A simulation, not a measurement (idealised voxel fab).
You're looking at the process module voxel gate over fins.
270 nm wide, 5 nm square cells: that's cross-section cut.
Cross-section format: a grid of square cells, given as bands from top to bottom; each band is one or more rows of cells.
Top, bottom (nm), then materials left to right with widths (nm); lone material tagged "all across" fills the whole band edge to edge; "air" = empty space.
Height is counted from the level 0, under which the received wafer is composed throughout of one material. The lowest of the bands is not closed at the bottom but continues downward, in the notation "0 and below".
So if you see something like "30..40" for the width, read it as the top row of the band sitting at the first number and the bottom row at the second, with every row in between moving by the same amount as the last.
"same as before" means the step left every cell of the cross-section as it was.
Reported under the label "Fully sealed voids" are the empty spaces having no open way to the top and comprising 8 cells or more; the notation for each is width x height at distance, in which the distance is measured from the left edge and all three values are in nm.
On a step's line, text after the settings is the simulator commenting on that step.
Regarding "overlay nm": on a step with a mask, it is the distance the mask lay to the right of its planned place; a negative value places it to the left.
**Below is the list of planned process steps**
1. RECEIVE, material Si
2. CONFORMAL_DEP, material SiN, thk nm 5
3. PATTERN, tone cover, mask id FINS, material resist, width nm 15, pitch nm 40, thk nm 15, overlay nm 0
4. DIRECTIONAL_ETCH, etch materials SiN, depth nm 5
5. DIRECTIONAL_ETCH, etch materials Si, depth nm 30
6. STRIP, etch materials resist
7. OXIDIZE, depth nm 5
8. FILL_DEP, material SiO2, thk nm 10
9. CMP, height nm 5
10. SELECTIVE_ETCH, etch materials SiO2, depth nm 15
11. STRIP, etch materials SiN
12. CONFORMAL_DEP, material HfO2, thk nm 5
13. CONFORMAL_DEP, material TiN, thk nm 5
14. FILL_DEP, material W, thk nm 10
15. CMP, height nm 15
16. CONFORMAL_DEP, material SiN, thk nm 5
**Cross-section: wafer on arrival = after step 1**
* 0 and below  Si all across
* Fully sealed voids: none
**Cross-sectional result after module completion. Note: starting condition and plan are unchanged from above; one processing mistake was made**
* 20 down to 15  SiN all across
* 15 down to 10  W all across
* 10 down to 5  W=80, then TiN=25, then W=15, then TiN=25, then W=15, then TiN=25, then W=85
* 5 down to 0  W=80, then TiN=5, then HfO2=15, then TiN=5, then W=15, then TiN=5, then HfO2=15, then TiN=5, then W=15, then TiN=5, then HfO2=15, then TiN=5, then W=85
* 0 down to -15  W=80, then TiN=5, then HfO2=5, then Si=5, then HfO2=5, then TiN=5, then W=15, then TiN=5, then HfO2=5, then Si=5, then HfO2=5, then TiN=5, then W=15, then TiN=5, then HfO2=5, then Si=5, then HfO2=5, then TiN=5, then W=85
* -15 down to -20  TiN=85, then HfO2=5, then Si=5, then HfO2=5, then TiN=25, then HfO2=5, then Si=5, then HfO2=5, then TiN=25, then HfO2=5, then Si=5, then HfO2=5, then TiN=90
* -20 down to -25  HfO2=90, then Si=5, then HfO2=35, then Si=5, then HfO2=35, then Si=5, then HfO2=95
* -25 down to -35  SiO2=90, then Si=5, then SiO2=35, then Si=5, then SiO2=35, then Si=5, then SiO2=95
* -35 and below  Si all across
* Fully sealed voids: none
Here's what went sideways: step 10 of the plan was performed twice
